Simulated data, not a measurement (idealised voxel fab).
Process module name: voxel self aligned contacts
Section shown: cut. Width: 270 nm. Cell size: 5 nm, square.
For the purposes of this document, a cross-section shall be understood as a grid of square cells, specified as bands listed in top-to-bottom order, each band consisting of one or more rows of cells. Per band: top height and bottom height in nm, followed by the left-to-right materials and their widths in nm; "throughout" marks a single material spanning edge to edge, "empty" marks empty space. Heads up on the height convention: 0 is the point under which the incoming wafer is all one material, and the lowest band has no bottom, it just keeps going down, like "0 and below". Graded width ("30..40"): value in top row of band = first number; value in bottom row = second number; row-to-row change constant. When a step is marked "remains unaltered", none of the cells in the cross-section changed during that step. Closed empty spaces (no open way to the top) of 8 cells or more are what "Sealed internal voids" lists, each as width x height at distance from the left edge, nm for all three. What comes after the settings on a step's line is commentary from the simulator itself on that step. overlay nm: where the mask lay relative to plan, measured to the right, on steps with a mask; negatives go left.
The planned process steps are enumerated hereunder:
1,op RECEIVE | material Si
2,op OXIDIZE | depth nm 5
3,op DIRECTIONAL_DEP | material polySi | thk nm 30
4,op DIRECTIONAL_DEP | material SiN | thk nm 20
5,op DIRECTIONAL_DEP | material aC | thk nm 15
6,op PATTERN | tone cover | mask id GATE | material resist | width nm 25 | pitch nm 55 | thk nm 30 | overlay nm 0
7,op DIRECTIONAL_ETCH | etch materials aC | depth nm 15
8,op STRIP | etch materials resist
9,op DIRECTIONAL_ETCH | etch materials SiN | depth nm 20
10,op DIRECTIONAL_ETCH | etch materials polySi | depth nm 30
11,op STRIP | etch materials aC
12,op CONFORMAL_DEP | material SiN | thk nm 5
13,op DIRECTIONAL_ETCH | etch materials SiN | depth nm 5
14,op FILL_DEP | material SiO2 | thk nm 15
15,op CMP | height nm 60
16,op MASKED_ETCH | tone open | mask id CONTACT | width nm 40 | etch materials SiO2 | depth nm 65 | overlay nm 0
17,op CONFORMAL_DEP | material TiN | thk nm 5
18,op FILL_DEP | material W | thk nm 5
19,op CMP | height nm 60
20,op CONFORMAL_DEP | material SiCN | thk nm 5
Wafer at receipt (post step 1), cross-section:
- 0 and below  Si throughout
- Sealed internal voids: none
First of two wafers: cross-section at end of module, run per plan:
- 65 down to 60  SiCN throughout
- 60 down to 50  SiO2 (115), then TiN (5..15), then W (30..10), then TiN (5..15), then SiO2 (115)
- 50 down to 30  SiO2 (90), then SiN (35), then TiN (5), then W (10), then TiN (5), then SiN (35), then SiO2 (90)
- 30 down to 0  SiO2 (90), then SiN (5), then polySi (25), then SiN (5), then TiN (5), then W (10), then TiN (5), then SiN (5), then polySi (25), then SiN (5), then SiO2 (90)
- 0 down to -5  SiO2 (125), then TiN (20), then SiO2 (125)
- -5 and below  Si throughout
- Sealed internal voids: none
Wafer two cross-section, module end. Start and plan unchanged from wafer one; one mistake made during the run:
- 65 down to 60  SiCN throughout
- 60 down to 50  SiO2 (115), then TiN (5..15), then W (30..10), then TiN (5..15), then SiO2 (115)
- 50 down to 30  SiO2 (90), then SiN (35), then TiN (5), then W (10), then TiN (5), then SiN (35), then SiO2 (90)
- 30 down to 5  SiO2 (90), then SiN (5), then polySi (25), then SiN (5), then TiN (5), then W (10), then TiN (5), then SiN (5), then polySi (25), then SiN (5), then SiO2 (90)
- 5 down to 0  SiO2 (90), then SiN (5), then polySi (25), then SiN (5), then TiN (20), then SiN (5), then polySi (25), then SiN (5), then SiO2 (90)
- 0 and below  Si throughout
- Sealed internal voids: none
Diagnosis: step 2 of the plan was jumped over and never run
Counted in cells at the end, the second wafer holds more or fewer of these materials than the first: 54 more of Si, 50 fewer of SiO2, 2 fewer of TiN, 2 fewer of W
